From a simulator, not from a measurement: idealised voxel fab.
The process module that follows is named voxel wiring stack.
For reference, the cross-section in this document is cut, with width 235 nm and square cells of 5 nm.
A cross-section is a grid of square cells, given in bands from the top down. A band is one or more rows of cells. First you get the band's top height and its bottom height, in nm, and then the materials it's made of, left to right, with each width in nm. If you see a single material with "throughout", that one covers the band edge to edge. "blank" is empty space. Zero point of the height axis is 0; under it, received wafer = one material. Lowest band: continues down indefinitely, "top 0, no bottom". The width entry "30 to 40" should be interpreted row by row: the top row of cells in the band takes the first number, the bottom row takes the second number, and the change between adjacent rows is uniform throughout. Take "nothing got changed" at face value: in the step it is given for, the cross-section changed in none of its cells. Entry "Closed void register" = empty spaces >= 8 cells with no open way to the top; each as width x height at distance, distance from left edge, all nm. Note: text after step settings on the step line = simulator remark on that step. The line of a step may include "overlay nm". On a step with a mask, this value is how far to the right of its planned place the mask lay. A negative value means the mask lay to the left. Pairs follow: section before one process step, section after it down to the lowest changed band, step with settings underneath. Pairs may come from different runs of this module on the same starting wafer; continuity with the pair above only as stated in the "Pre-step condition" entry.
# Pre-step condition
* top 140, bottom 125 | SiO2: 20 / Ru: 15 / SiO2: 40 / Ru: 15 / SiO2: 40 / Ru: 15 / SiO2: 40 / Ru: 15 / SiO2: 35
* top 125, bottom 120 | SiCN: 20 / Ru: 15 / SiCN: 40 / Ru: 15 / SiCN: 40 / Ru: 15 / SiCN: 40 / Ru: 15 / SiCN: 35
* top 120, bottom 110 | lowk: 20 / TiN: 5 / Cu: 15 / TiN: 5 / lowk: 30 / TiN: 5 / Cu: 15 / TiN: 5 / lowk: 30 / TiN: 5 / Cu: 15 / TiN: 5 / lowk: 30 / TiN: 5 / Cu: 15 / TiN: 5 / lowk: 25
* top 110, bottom 105 | lowk: 20 / TiN: 5 / Cu: 5 / TiN: 15 / lowk: 30 / TiN: 25 / lowk: 30 / TiN: 5 / Cu: 5 / TiN: 15 / lowk: 30 / TiN: 25 / lowk: 25
* top 105, bottom 95 | lowk: 20 / TiN: 5 / Cu: 5 / TiN: 5 / lowk: 95 / TiN: 5 / Cu: 5 / TiN: 5 / lowk: 90
* top 95, bottom 90 | SiCN: 20 / TiN: 15 / SiCN: 95 / TiN: 15 / SiCN: 90
* top 90, bottom 65 | SiO2: 20 / Ru: 25 / SiO2: 30 / Ru: 25 / SiO2: 30 / Ru: 25 / SiO2: 30 / Ru: 25 / SiO2: 25
* top 65, bottom 60 | SiO2: 20 / TiN: 25 / SiO2: 30 / TiN: 25 / SiO2: 30 / TiN: 25 / SiO2: 30 / TiN: 25 / SiO2: 25
* top 60, bottom 40 | SiO2: 20 / TiN: 5 / Ru: 5 / TiN: 5 / SiO2: 95 / TiN: 5 / Ru: 5 / TiN: 5 / SiO2: 90
* top 40, bottom 35 | SiCN: 20 / TiN: 15 / SiCN: 95 / TiN: 15 / SiCN: 90
* top 35, bottom 20 | lowk: 15 / SiN: 5 / W: 25 / SiN: 5 / lowk: 20 / SiN: 5 / W: 25 / SiN: 5 / lowk: 20 / SiN: 5 / W: 25 / SiN: 5 / lowk: 20 / SiN: 5 / W: 25 / SiN: 5 / lowk: 20
* top 20, bottom 15 | SiN: 20 / TiN: 25 / SiN: 30 / TiN: 25 / SiN: 30 / TiN: 25 / SiN: 30 / TiN: 25 / SiN: 25
* top 15, bottom 0 | SiO2 throughout
* top 0, no bottom | Si throughout
* Closed void register: none
# Cross-Section After Step
* top 150, bottom 140 | blank: 10 / Ru: 35 / blank: 20 / Ru: 35 / blank: 20 / Ru: 35 / blank: 20 / Ru: 35 / blank: 25
* Heights below 140 show no change.
* Closed void register: none
In between the cross-sections above, the run called for EPI (material Ru; thk nm 10)
Pre-step condition: the pre-step structure is the one depicted after the step in the pair just above.
# Cross-Section After Step
* top 155, bottom 150 | blank: 5 / SiCN: 45 / blank: 10 / SiCN: 45 / blank: 10 / SiCN: 45 / blank: 10 / SiCN: 45 / blank: 20
* top 150, bottom 145 | blank: 5 / SiCN: 5 / Ru: 35 / SiCN: 5 / blank: 10 / SiCN: 5 / Ru: 35 / SiCN: 5 / blank: 10 / SiCN: 5 / Ru: 35 / SiCN: 5 / blank: 10 / SiCN: 5 / Ru: 35 / SiCN: 5 / blank: 20
* top 145, bottom 140 | SiCN: 10 / Ru: 35 / SiCN: 20 / Ru: 35 / SiCN: 20 / Ru: 35 / SiCN: 20 / Ru: 35 / SiCN: 25
* Heights below 140 show no change.
* Closed void register: none
In between the cross-sections above, the run called for CONFORMAL_DEP (material SiCN; thk nm 5)
Pre-step condition: the pre-step structure is the one depicted after the step in the pair just above.
# Cross-Section After Step
* top 170, bottom 160 | blank: 5 / lowk: 45 / blank: 10 / lowk: 45 / blank: 10 / lowk: 45 / blank: 10 / lowk: 45 / blank: 20
* top 160, bottom 155 | lowk throughout
* top 155, bottom 150 | lowk: 5 / SiCN: 45 / lowk: 10 / SiCN: 45 / lowk: 10 / SiCN: 45 / lowk: 10 / SiCN: 45 / lowk: 20
* top 150, bottom 145 | lowk: 5 / SiCN: 5 / Ru: 35 / SiCN: 5 / lowk: 10 / SiCN: 5 / Ru: 35 / SiCN: 5 / lowk: 10 / SiCN: 5 / Ru: 35 / SiCN: 5 / lowk: 10 / SiCN: 5 / Ru: 35 / SiCN: 5 / lowk: 20
* Heights below 145 show no change.
* Closed void register: none
In between the cross-sections above, the run called for DIRECTIONAL_DEP (material lowk; thk nm 15)
Pre-step condition: the pre-step structure is the one depicted after the step in the pair just above.
# Cross-Section After Step
* top 170, bottom 160 | blank: 5 / lowk: 15 / blank: 25 / lowk: 5 / blank: 10 / lowk: 15 / blank: 25 / lowk: 5 / blank: 10 / lowk: 15 / blank: 25 / lowk: 5 / blank: 10 / lowk: 15 / blank: 25 / lowk: 5 / blank: 20
* top 160, bottom 155 | lowk: 20 / blank: 25 / lowk: 30 / blank: 25 / lowk: 30 / blank: 25 / lowk: 30 / blank: 25 / lowk: 25
* Heights below 155 show no change.
* Closed void register: none
In between the cross-sections above, the run called for MASKED_ETCH (tone open; mask id METAL_4; width nm 25; pitch nm 55; etch materials lowk; depth nm 15; overlay nm 0)
Pre-step condition: the pre-step structure is the one depicted after the step in the pair just above.
# Cross-Section After Step
* top 170, bottom 160 | blank: 5 / lowk: 15 / blank: 25 / lowk: 5 / blank: 10 / lowk: 15 / blank: 25 / lowk: 5 / blank: 10 / lowk: 15 / blank: 25 / lowk: 5 / blank: 10 / lowk: 15 / blank: 25 / lowk: 5 / blank: 20
* top 160, bottom 155 | lowk: 20 / blank: 25 / lowk: 30 / blank: 25 / lowk: 30 / blank: 25 / lowk: 30 / blank: 25 / lowk: 25
* top 155, bottom 150 | lowk: 5 / SiCN: 15 / blank: 25 / SiCN: 5 / lowk: 10 / SiCN: 15 / blank: 25 / SiCN: 5 / lowk: 10 / SiCN: 15 / blank: 25 / SiCN: 5 / lowk: 10 / SiCN: 15 / blank: 25 / SiCN: 5 / lowk: 20
* Heights below 150 show no change.
* Closed void register: none
In between the cross-sections above, the run called for MASKED_ETCH (tone open; mask id METAL_4; width nm 25; pitch nm 55; etch materials SiCN; depth nm 5; overlay nm 0)
Pre-step condition: the pre-step structure is the one depicted after the step in the pair just above.
# Cross-Section After Step
* top 175, bottom 170 | TiN: 25 / blank: 15 / TiN: 40 / blank: 15 / TiN: 40 / blank: 15 / TiN: 40 / blank: 15 / TiN: 15 / blank: 15
* top 170, bottom 165 | TiN: 5 / lowk: 15 / TiN: 5 / blank: 15 / TiN: 5 / lowk: 5 / TiN: 10 / lowk: 15 / TiN: 5 / blank: 15 / TiN: 5 / lowk: 5 / TiN: 10 / lowk: 15 / TiN: 5 / blank: 15 / TiN: 5 / lowk: 5 / TiN: 10 / lowk: 15 / TiN: 5 / blank: 15 / TiN: 5 / lowk: 5 / TiN: 5 / blank: 15
* top 165, bottom 160 | TiN: 5 / lowk: 15 / TiN: 5 / blank: 15 / TiN: 5 / lowk: 5 / TiN: 10 / lowk: 15 / TiN: 5 / blank: 15 / TiN: 5 / lowk: 5 / TiN: 10 / lowk: 15 / TiN: 5 / blank: 15 / TiN: 5 / lowk: 5 / TiN: 10 / lowk: 15 / TiN: 5 / blank: 15 / TiN: 5 / lowk: 5 / TiN: 20
* top 160, bottom 155 | lowk: 20 / TiN: 5 / blank: 15 / TiN: 5 / lowk: 30 / TiN: 5 / blank: 15 / TiN: 5 / lowk: 30 / TiN: 5 / blank: 15 / TiN: 5 / lowk: 30 / TiN: 5 / blank: 15 / TiN: 5 / lowk: 25
* top 155, bottom 150 | lowk: 5 / SiCN: 15 / TiN: 25 / SiCN: 5 / lowk: 10 / SiCN: 15 / TiN: 25 / SiCN: 5 / lowk: 10 / SiCN: 15 / TiN: 25 / SiCN: 5 / lowk: 10 / SiCN: 15 / TiN: 25 / SiCN: 5 / lowk: 20
* Heights below 150 show no change.
* Closed void register: none
In between the cross-sections above, the run called for CONFORMAL_DEP (material TiN; thk nm 5)
Pre-step condition: the pre-step structure is the one depicted after the step in the pair just above.
# Cross-Section After Step
* top 185, bottom 175 | Cu throughout
* top 175, bottom 170 | TiN: 25 / Cu: 15 / TiN: 40 / Cu: 15 / TiN: 40 / Cu: 15 / TiN: 40 / Cu: 15 / TiN: 15 / Cu: 15
* top 170, bottom 165 | TiN: 5 / lowk: 15 / TiN: 5 / Cu: 15 / TiN: 5 / lowk: 5 / TiN: 10 / lowk: 15 / TiN: 5 / Cu: 15 / TiN: 5 / lowk: 5 / TiN: 10 / lowk: 15 / TiN: 5 / Cu: 15 / TiN: 5 / lowk: 5 / TiN: 10 / lowk: 15 / TiN: 5 / Cu: 15 / TiN: 5 / lowk: 5 / TiN: 5 / Cu: 15
* top 165, bottom 160 | TiN: 5 / lowk: 15 / TiN: 5 / Cu: 15 / TiN: 5 / lowk: 5 / TiN: 10 / lowk: 15 / TiN: 5 / Cu: 15 / TiN: 5 / lowk: 5 / TiN: 10 / lowk: 15 / TiN: 5 / Cu: 15 / TiN: 5 / lowk: 5 / TiN: 10 / lowk: 15 / TiN: 5 / Cu: 15 / TiN: 5 / lowk: 5 / TiN: 20
* top 160, bottom 155 | lowk: 20 / TiN: 5 / Cu: 15 / TiN: 5 / lowk: 30 / TiN: 5 / Cu: 15 / TiN: 5 / lowk: 30 / TiN: 5 / Cu: 15 / TiN: 5 / lowk: 30 / TiN: 5 / Cu: 15 / TiN: 5 / lowk: 25
* Heights below 155 show no change.
* Closed void register: none
In between the cross-sections above, the run called for FILL_DEP (material Cu; thk nm 10)
Pre-step condition: the pre-step structure is the one depicted after the step in the pair just above.
# Cross-Section After Step
* top 160, bottom 155 | lowk: 20 / TiN: 5 / Cu: 15 / TiN: 5 / lowk: 30 / TiN: 5 / Cu: 15 / TiN: 5 / lowk: 30 / TiN: 5 / Cu: 15 / TiN: 5 / lowk: 30 / TiN: 5 / Cu: 15 / TiN: 5 / lowk: 25
* Heights below 155 show no change.
* Closed void register: none
In between the cross-sections above, the run called for CMP (height nm 160)
Pre-step condition: the pre-step structure is the one depicted after the step in the pair just above.
# Cross-Section After Step
* top 165, bottom 160 | blank: 15 / Ru: 35 / blank: 20 / Ru: 35 / blank: 20 / Ru: 35 / blank: 20 / Ru: 35 / blank: 20
* Heights below 160 show no change.
* Closed void register: none
In between the cross-sections above, the run called for EPI (material Ru; thk nm 5)
Pre-step condition: the pre-step structure is the one depicted after the step in the pair just above.
# Cross-Section After Step
* top 170, bottom 165 | SiCN throughout
* top 165, bottom 160 | SiCN: 15 / Ru: 35 / SiCN: 20 / Ru: 35 / SiCN: 20 / Ru: 35 / SiCN: 20 / Ru: 35 / SiCN: 20
* Heights below 160 show no change.
* Closed void register: none
In between the cross-sections above, the run called for FILL_DEP (material SiCN; thk nm 5)
# Pre-step condition
* top 90, bottom 65 | SiO2: 20 / Ru: 25 / SiO2: 30 / Ru: 25 / SiO2: 30 / Ru: 25 / SiO2: 30 / Ru: 25 / SiO2: 25
* top 65, bottom 60 | SiO2: 20 / TiN: 25 / SiO2: 30 / TiN: 25 / SiO2: 30 / TiN: 25 / SiO2: 30 / TiN: 25 / SiO2: 25
* top 60, bottom 40 | SiO2: 20 / TiN: 5 / Ru: 5 / TiN: 5 / SiO2: 95 / TiN: 5 / Ru: 5 / TiN: 5 / SiO2: 90
* top 40, bottom 35 | SiCN: 20 / TiN: 15 / SiCN: 95 / TiN: 15 / SiCN: 90
* top 35, bottom 20 | lowk: 15 / SiN: 5 / W: 25 / SiN: 5 / lowk: 20 / SiN: 5 / W: 25 / SiN: 5 / lowk: 20 / SiN: 5 / W: 25 / SiN: 5 / lowk: 20 / SiN: 5 / W: 25 / SiN: 5 / lowk: 20
* top 20, bottom 15 | SiN: 20 / TiN: 25 / SiN: 30 / TiN: 25 / SiN: 30 / TiN: 25 / SiN: 30 / TiN: 25 / SiN: 25
* top 15, bottom 0 | SiO2 throughout
* top 0, no bottom | Si throughout
* Closed void register: none
# Cross-Section After Step
* top 115, bottom 90 | lowk throughout
* Heights below 90 show no change.
* Closed void register: none
In between the cross-sections above, the run called for DIRECTIONAL_DEP (material lowk; thk nm 25)
Pre-step condition: the pre-step structure is the one depicted after the step in the pair just above.
# Cross-Section After Step
* top 120, bottom 115 | SiCN throughout
* Heights below 115 show no change.
* Closed void register: none
In between the cross-sections above, the run called for CONFORMAL_DEP (material SiCN; thk nm 5)
Pre-step condition: the pre-step structure is the one depicted after the step in the pair just above.
# Cross-Section After Step
* top 140, bottom 120 | resist: 20 / blank: 25 / resist: 30 / blank: 25 / resist: 30 / blank: 25 / resist: 30 / blank: 25 / resist: 25
* Heights below 120 show no change.
* Closed void register: none
In between the cross-sections above, the run called for PATTERN (tone open; mask id METAL_3; material resist; width nm 25; pitch nm 55; thk nm 20; overlay nm 0)
Pre-step condition: the pre-step structure is the one depicted after the step in the pair just above.
# Cross-Section After Step
* top 140, bottom 120 | resist: 20 / blank: 25 / resist: 30 / blank: 25 / resist: 30 / blank: 25 / resist: 30 / blank: 25 / resist: 25
* top 120, bottom 115 | SiCN: 20 / blank: 25 / SiCN: 30 / blank: 25 / SiCN: 30 / blank: 25 / SiCN: 30 / blank: 25 / SiCN: 25
* Heights below 115 show no change.
* Closed void register: none
In between the cross-sections above, the run called for DIRECTIONAL_ETCH (etch materials SiCN; depth nm 5)
Pre-step condition: the pre-step structure is the one depicted after the step in the pair just above.
# Cross-Section After Step
* top 120, bottom 115 | SiCN: 20 / blank: 25 / SiCN: 30 / blank: 25 / SiCN: 30 / blank: 25 / SiCN: 30 / blank: 25 / SiCN: 25
* Heights below 115 show no change.
* Closed void register: none
In between the cross-sections above, the run called for STRIP (etch materials resist)
Pre-step condition: the pre-step structure is the one depicted after the step in the pair just above.
# Cross-Section After Step
* top 125, bottom 120 | TiN: 25 / blank: 15 / TiN: 40 / blank: 15 / TiN: 40 / blank: 15 / TiN: 40 / blank: 15 / TiN: 30
* top 120, bottom 115 | SiCN: 20 / TiN: 25 / SiCN: 30 / TiN: 25 / SiCN: 30 / TiN: 25 / SiCN: 30 / TiN: 25 / SiCN: 25
* Heights below 115 show no change.
* Closed void register: none
In between the cross-sections above, the run called for CONFORMAL_DEP (material TiN; thk nm 5)
Pre-step condition: the pre-step structure is the one depicted after the step in the pair just above.
# Cross-Section After Step
* top 135, bottom 125 | Cu throughout
* top 125, bottom 120 | TiN: 25 / Cu: 15 / TiN: 40 / Cu: 15 / TiN: 40 / Cu: 15 / TiN: 40 / Cu: 15 / TiN: 30
* Heights below 120 show no change.
* Closed void register: none
In between the cross-sections above, the run called for FILL_DEP (material Cu; thk nm 10)
Pre-step condition: the pre-step structure is the one depicted after the step in the pair just above.
# Cross-Section After Step
* top 120, bottom 115 | SiCN: 20 / TiN: 25 / SiCN: 30 / TiN: 25 / SiCN: 30 / TiN: 25 / SiCN: 30 / TiN: 25 / SiCN: 25
* Heights below 115 show no change.
* Closed void register: none
In between the cross-sections above, the run called for CMP (height nm 120)
Pre-step condition: the pre-step structure is the one depicted after the step in the pair just above.
# Cross-Section After Step
* top 125, bottom 120 | SiCN throughout
* Heights below 120 show no change.
* Closed void register: none
In between the cross-sections above, the run called for CONFORMAL_DEP (material SiCN; thk nm 5)
Pre-step condition: the pre-step structure is the one depicted after the step in the pair just above.
# Cross-Section After Step
* top 140, bottom 125 | SiO2 throughout
* Heights below 125 show no change.
* Closed void register: none
In between the cross-sections above, the run called for DIRECTIONAL_DEP (material SiO2; thk nm 15)
Pre-step condition: the pre-step structure is the one depicted after the step in the pair just above.
# Cross-Section After Step
* top 160, bottom 140 | resist: 20 / blank: 15 / resist: 40 / blank: 15 / resist: 40 / blank: 15 / resist: 40 / blank: 15 / resist: 35
* Heights below 140 show no change.
* Closed void register: none
In between the cross-sections above, the run called for PATTERN (tone open; mask id PLUG_3; material resist; width nm 15; pitch nm 55; thk nm 20; overlay nm 0)
Pre-step condition: the pre-step structure is the one depicted after the step in the pair just above.
# Cross-Section After Step
* top 160, bottom 140 | resist: 20 / blank: 15 / resist: 40 / blank: 15 / resist: 40 / blank: 15 / resist: 40 / blank: 15 / resist: 35
* top 140, bottom 125 | SiO2: 20 / blank: 15 / SiO2: 40 / blank: 15 / SiO2: 40 / blank: 15 / SiO2: 40 / blank: 15 / SiO2: 35
* Heights below 125 show no change.
* Closed void register: none
In between the cross-sections above, the run called for DIRECTIONAL_ETCH (etch materials SiO2; depth nm 15)
Pre-step condition: the pre-step structure is the one depicted after the step in the pair just above.
# Cross-Section After Step
* top 160, bottom 140 | resist: 20 / blank: 15 / resist: 40 / blank: 15 / resist: 40 / blank: 15 / resist: 40 / blank: 15 / resist: 35
* top 140, bottom 125 | SiO2: 20 / blank: 15 / SiO2: 40 / blank: 15 / SiO2: 40 / blank: 15 / SiO2: 40 / blank: 15 / SiO2: 35
* top 125, bottom 120 | SiCN: 20 / blank: 15 / SiCN: 40 / blank: 15 / SiCN: 40 / blank: 15 / SiCN: 40 / blank: 15 / SiCN: 35
* Heights below 120 show no change.
* Closed void register: none
In between the cross-sections above, the run called for DIRECTIONAL_ETCH (etch materials SiCN; depth nm 5)
Pre-step condition: the pre-step structure is the one depicted after the step in the pair just above.
# Cross-Section After Step
* top 140, bottom 125 | SiO2: 20 / blank: 15 / SiO2: 40 / blank: 15 / SiO2: 40 / blank: 15 / SiO2: 40 / blank: 15 / SiO2: 35
* Heights below 125 show no change.
* Closed void register: none
In between the cross-sections above, the run called for STRIP (etch materials resist)
Pre-step condition: the pre-step structure is the one depicted after the step in the pair just above.
# Cross-Section After Step
* top 140, bottom 130 | SiO2: 20 / blank: 15 / SiO2: 40 / blank: 15 / SiO2: 40 / blank: 15 / SiO2: 40 / blank: 15 / SiO2: 35
* top 130, bottom 125 | SiO2: 20 / Ru: 15 / SiO2: 40 / Ru: 15 / SiO2: 40 / Ru: 15 / SiO2: 40 / Ru: 15 / SiO2: 35
* top 125, bottom 120 | SiCN: 20 / Ru: 15 / SiCN: 40 / Ru: 15 / SiCN: 40 / Ru: 15 / SiCN: 40 / Ru: 15 / SiCN: 35
* Heights below 120 show no change.
* Closed void register: none
In between the cross-sections above, the run called for EPI (material Ru; thk nm 10)
Pre-step condition: the pre-step structure is the one depicted after the step in the pair just above.
# Cross-Section After Step
* top 140, bottom 125 | SiO2: 20 / Ru: 15 / SiO2: 40 / Ru: 15 / SiO2: 40 / Ru: 15 / SiO2: 40 / Ru: 15 / SiO2: 35
* Heights below 125 show no change.
* Closed void register: none
In between the cross-sections above, the run called for EPI (material Ru; thk nm 10)
Pre-step condition: the pre-step structure is the one depicted after the step in the pair just above.
# Cross-Section After Step
* top 145, bottom 140 | SiCN throughout
* Heights below 140 show no change.
* Closed void register: none
In between the cross-sections above, the run called for CONFORMAL_DEP (material SiCN; thk nm 5)
Pre-step condition: the pre-step structure is the one depicted after the step in the pair just above.
# Cross-Section After Step
* top 160, bottom 145 | lowk throughout
* Heights below 145 show no change.
* Closed void register: none
In between the cross-sections above, the run called for DIRECTIONAL_DEP (material lowk; thk nm 15)
Pre-step condition: the pre-step structure is the one depicted after the step in the pair just above.
# Cross-Section After Step
* top 160, bottom 145 | lowk: 20 / blank: 25 / lowk: 30 / blank: 25 / lowk: 30 / blank: 25 / lowk: 30 / blank: 25 / lowk: 25
* Heights below 145 show no change.
* Closed void register: none
In between the cross-sections above, the run called for MASKED_ETCH (tone open; mask id METAL_4; width nm 25; pitch nm 55; etch materials lowk; depth nm 15; overlay nm 0)
Pre-step condition: the pre-step structure is the one depicted after the step in the pair just above.
# Cross-Section After Step
* top 160, bottom 145 | lowk: 20 / blank: 25 / lowk: 30 / blank: 25 / lowk: 30 / blank: 25 / lowk: 30 / blank: 25 / lowk: 25
* top 145, bottom 140 | SiCN: 20 / blank: 25 / SiCN: 30 / blank: 25 / SiCN: 30 / blank: 25 / SiCN: 30 / blank: 25 / SiCN: 25
* Heights below 140 show no change.
* Closed void register: none
In between the cross-sections above, the run called for MASKED_ETCH (tone open; mask id METAL_4; width nm 25; pitch nm 55; etch materials SiCN; depth nm 5; overlay nm 0)
Pre-step condition: the pre-step structure is the one depicted after the step in the pair just above.
# Cross-Section After Step
* top 165, bottom 160 | TiN: 25 / blank: 15 / TiN: 40 / blank: 15 / TiN: 40 / blank: 15 / TiN: 40 / blank: 15 / TiN: 30
* top 160, bottom 145 | lowk: 20 / TiN: 5 / blank: 15 / TiN: 5 / lowk: 30 / TiN: 5 / blank: 15 / TiN: 5 / lowk: 30 / TiN: 5 / blank: 15 / TiN: 5 / lowk: 30 / TiN: 5 / blank: 15 / TiN: 5 / lowk: 25
* top 145, bottom 140 | SiCN: 20 / TiN: 25 / SiCN: 30 / TiN: 25 / SiCN: 30 / TiN: 25 / SiCN: 30 / TiN: 25 / SiCN: 25
* Heights below 140 show no change.
* Closed void register: none
In between the cross-sections above, the run called for CONFORMAL_DEP (material TiN; thk nm 5)
Pre-step condition: the pre-step structure is the one depicted after the step in the pair just above.
# Cross-Section After Step
* top 175, bottom 165 | Cu throughout
* top 165, bottom 160 | TiN: 25 / Cu: 15 / TiN: 40 / Cu: 15 / TiN: 40 / Cu: 15 / TiN: 40 / Cu: 15 / TiN: 30
* top 160, bottom 145 | lowk: 20 / TiN: 5 / Cu: 15 / TiN: 5 / lowk: 30 / TiN: 5 / Cu: 15 / TiN: 5 / lowk: 30 / TiN: 5 / Cu: 15 / TiN: 5 / lowk: 30 / TiN: 5 / Cu: 15 / TiN: 5 / lowk: 25
* Heights below 145 show no change.
* Closed void register: none
In between the cross-sections above, the run called for FILL_DEP (material Cu; thk nm 10)
Pre-step condition: the pre-step structure is the one depicted after the step in the pair just above.
# Cross-Section After Step
* top 160, bottom 145 | lowk: 20 / TiN: 5 / Cu: 15 / TiN: 5 / lowk: 30 / TiN: 5 / Cu: 15 / TiN: 5 / lowk: 30 / TiN: 5 / Cu: 15 / TiN: 5 / lowk: 30 / TiN: 5 / Cu: 15 / TiN: 5 / lowk: 25
* Heights below 145 show no change.
* Closed void register: none
In between the cross-sections above, the run called for CMP (height nm 160)
Pre-step condition: the pre-step structure is the one depicted after the step in the pair just above.
# Cross-Section After Step
* top 165, bottom 160 | blank: 15 / Ru: 35 / blank: 20 / Ru: 35 / blank: 20 / Ru: 35 / blank: 20 / Ru: 35 / blank: 20
* Heights below 160 show no change.
* Closed void register: none
In between the cross-sections above, the run called for EPI (material Ru; thk nm 5)
Pre-step condition: the pre-step structure is the one depicted after the step in the pair just above.
# Cross-Section After Step
* top 170, bottom 165 | SiCN throughout
* top 165, bottom 160 | SiCN: 15 / Ru: 35 / SiCN: 20 / Ru: 35 / SiCN: 20 / Ru: 35 / SiCN: 20 / Ru: 35 / SiCN: 20
* Heights below 160 show no change.
* Closed void register: none
In between the cross-sections above, the run called for FILL_DEP (material SiCN; thk nm 5)
# Pre-step condition
* top 165, bottom 160 | blank: 15 / Ru: 35 / blank: 20 / Ru: 35 / blank: 20 / Ru: 35 / blank: 20 / Ru: 35 / blank: 20
* top 160, bottom 145 | lowk: 20 / TiN: 5 / Cu: 15 / TiN: 5 / lowk: 30 / TiN: 5 / Cu: 15 / TiN: 5 / lowk: 30 / TiN: 5 / Cu: 15 / TiN: 5 / lowk: 30 / TiN: 5 / Cu: 15 / TiN: 5 / lowk: 25
* top 145, bottom 140 | SiCN: 20 / TiN: 25 / SiCN: 30 / TiN: 25 / SiCN: 30 / TiN: 25 / SiCN: 30 / TiN: 25 / SiCN: 25
* top 140, bottom 125 | SiO2: 20 / Ru: 15 / SiO2: 40 / Ru: 15 / SiO2: 40 / Ru: 15 / SiO2: 40 / Ru: 15 / SiO2: 35
* top 125, bottom 120 | SiCN: 20 / Ru: 15 / SiCN: 40 / Ru: 15 / SiCN: 40 / Ru: 15 / SiCN: 40 / Ru: 15 / SiCN: 35
* top 120, bottom 110 | lowk: 20 / TiN: 5 / Cu: 15 / TiN: 5 / lowk: 30 / TiN: 5 / Cu: 15 / TiN: 5 / lowk: 30 / TiN: 5 / Cu: 15 / TiN: 5 / lowk: 30 / TiN: 5 / Cu: 15 / TiN: 5 / lowk: 25
* top 110, bottom 105 | lowk: 20 / TiN: 5 / Cu: 5 / TiN: 15 / lowk: 30 / TiN: 25 / lowk: 30 / TiN: 5 / Cu: 5 / TiN: 15 / lowk: 30 / TiN: 25 / lowk: 25
* top 105, bottom 95 | lowk: 20 / TiN: 5 / Cu: 5 / TiN: 5 / lowk: 95 / TiN: 5 / Cu: 5 / TiN: 5 / lowk: 90
* top 95, bottom 90 | SiCN: 20 / TiN: 15 / SiCN: 95 / TiN: 15 / SiCN: 90
* top 90, bottom 65 | SiO2: 20 / Ru: 25 / SiO2: 30 / Ru: 25 / SiO2: 30 / Ru: 25 / SiO2: 30 / Ru: 25 / SiO2: 25
* top 65, bottom 60 | SiO2: 20 / TiN: 25 / SiO2: 30 / TiN: 25 / SiO2: 30 / TiN: 25 / SiO2: 30 / TiN: 25 / SiO2: 25
* top 60, bottom 40 | SiO2: 20 / TiN: 5 / Ru: 5 / TiN: 5 / SiO2: 95 / TiN: 5 / Ru: 5 / TiN: 5 / SiO2: 90
* top 40, bottom 35 | SiCN: 20 / TiN: 15 / SiCN: 95 / TiN: 15 / SiCN: 90
* top 35, bottom 20 | lowk: 15 / SiN: 5 / W: 25 / SiN: 5 / lowk: 20 / SiN: 5 / W: 25 / SiN: 5 / lowk: 20 / SiN: 5 / W: 25 / SiN: 5 / lowk: 20 / SiN: 5 / W: 25 / SiN: 5 / lowk: 20
* top 20, bottom 15 | SiN: 20 / TiN: 25 / SiN: 30 / TiN: 25 / SiN: 30 / TiN: 25 / SiN: 30 / TiN: 25 / SiN: 25
* top 15, bottom 0 | SiO2 throughout
* top 0, no bottom | Si throughout
* Closed void register: none
# Cross-Section After Step
* top 180, bottom 165 | SiCN throughout
* top 165, bottom 160 | SiCN: 15 / Ru: 35 / SiCN: 20 / Ru: 35 / SiCN: 20 / Ru: 35 / SiCN: 20 / Ru: 35 / SiCN: 20
* Heights below 160 show no change.
* Closed void register: none
In between the cross-sections above, the run called for FILL_DEP (material SiCN; thk nm 15)
# Pre-step condition
* top 120, bottom 95 | lowk: 20 / blank: 15 / lowk: 95 / blank: 15 / lowk: 90
* top 95, bottom 90 | SiCN throughout
* top 90, bottom 65 | SiO2: 20 / Ru: 25 / SiO2: 30 / Ru: 25 / SiO2: 30 / Ru: 25 / SiO2: 30 / Ru: 25 / SiO2: 25
* top 65, bottom 60 | SiO2: 20 / TiN: 25 / SiO2: 30 / TiN: 25 / SiO2: 30 / TiN: 25 / SiO2: 30 / TiN: 25 / SiO2: 25
* top 60, bottom 40 | SiO2: 20 / TiN: 5 / Ru: 5 / TiN: 5 / SiO2: 95 / TiN: 5 / Ru: 5 / TiN: 5 / SiO2: 90
* top 40, bottom 35 | SiCN: 20 / TiN: 15 / SiCN: 95 / TiN: 15 / SiCN: 90
* top 35, bottom 20 | lowk: 15 / SiN: 5 / W: 25 / SiN: 5 / lowk: 20 / SiN: 5 / W: 25 / SiN: 5 / lowk: 20 / SiN: 5 / W: 25 / SiN: 5 / lowk: 20 / SiN: 5 / W: 25 / SiN: 5 / lowk: 20
* top 20, bottom 15 | SiN: 20 / TiN: 25 / SiN: 30 / TiN: 25 / SiN: 30 / TiN: 25 / SiN: 30 / TiN: 25 / SiN: 25
* top 15, bottom 0 | SiO2 throughout
* top 0, no bottom | Si throughout
* Closed void register: none
# Cross-Section After Step
* top 140, bottom 120 | resist: 20 / blank: 30 / resist: 25 / blank: 30 / resist: 25 / blank: 30 / resist: 25 / blank: 30 / resist: 20
* Heights below 120 show no change.
* Closed void register: none
In between the cross-sections above, the run called for PATTERN (tone open; mask id METAL_3; material resist; width nm 30; pitch nm 55; thk nm 20; overlay nm 0)
Pre-step condition: the pre-step structure is the one depicted after the step in the pair just above.
# Cross-Section After Step
* top 140, bottom 120 | resist: 20 / blank: 30 / resist: 25 / blank: 30 / resist: 25 / blank: 30 / resist: 25 / blank: 30 / resist: 20
* top 120, bottom 105 | lowk: 20 / blank: 30 / lowk: 25 / blank: 30 / lowk: 25 / blank: 30 / lowk: 25 / blank: 30 / lowk: 20
* Heights below 105 show no change.
* Closed void register: none
In between the cross-sections above, the run called for DIRECTIONAL_ETCH (etch materials lowk; depth nm 15)
Pre-step condition: the pre-step structure is the one depicted after the step in the pair just above.
# Cross-Section After Step
* top 140, bottom 120 | resist: 20 / blank: 30 / resist: 25 / blank: 30 / resist: 25 / blank: 30 / resist: 25 / blank: 30 / resist: 20
* top 120, bottom 105 | lowk: 20 / blank: 30 / lowk: 25 / blank: 30 / lowk: 25 / blank: 30 / lowk: 25 / blank: 30 / lowk: 20
* top 105, bottom 95 | lowk: 20 / blank: 15 / lowk: 95 / blank: 15 / lowk: 90
* top 95, bottom 90 | SiCN: 20 / blank: 15 / SiCN: 95 / blank: 15 / SiCN: 90
* Heights below 90 show no change.
* Closed void register: none
In between the cross-sections above, the run called for DIRECTIONAL_ETCH (etch materials SiCN; depth nm 5)
Pre-step condition: the pre-step structure is the one depicted after the step in the pair just above.
# Cross-Section After Step
* top 120, bottom 105 | lowk: 20 / blank: 30 / lowk: 25 / blank: 30 / lowk: 25 / blank: 30 / lowk: 25 / blank: 30 / lowk: 20
* Heights below 105 show no change.
* Closed void register: none
In between the cross-sections above, the run called for STRIP (etch materials resist)
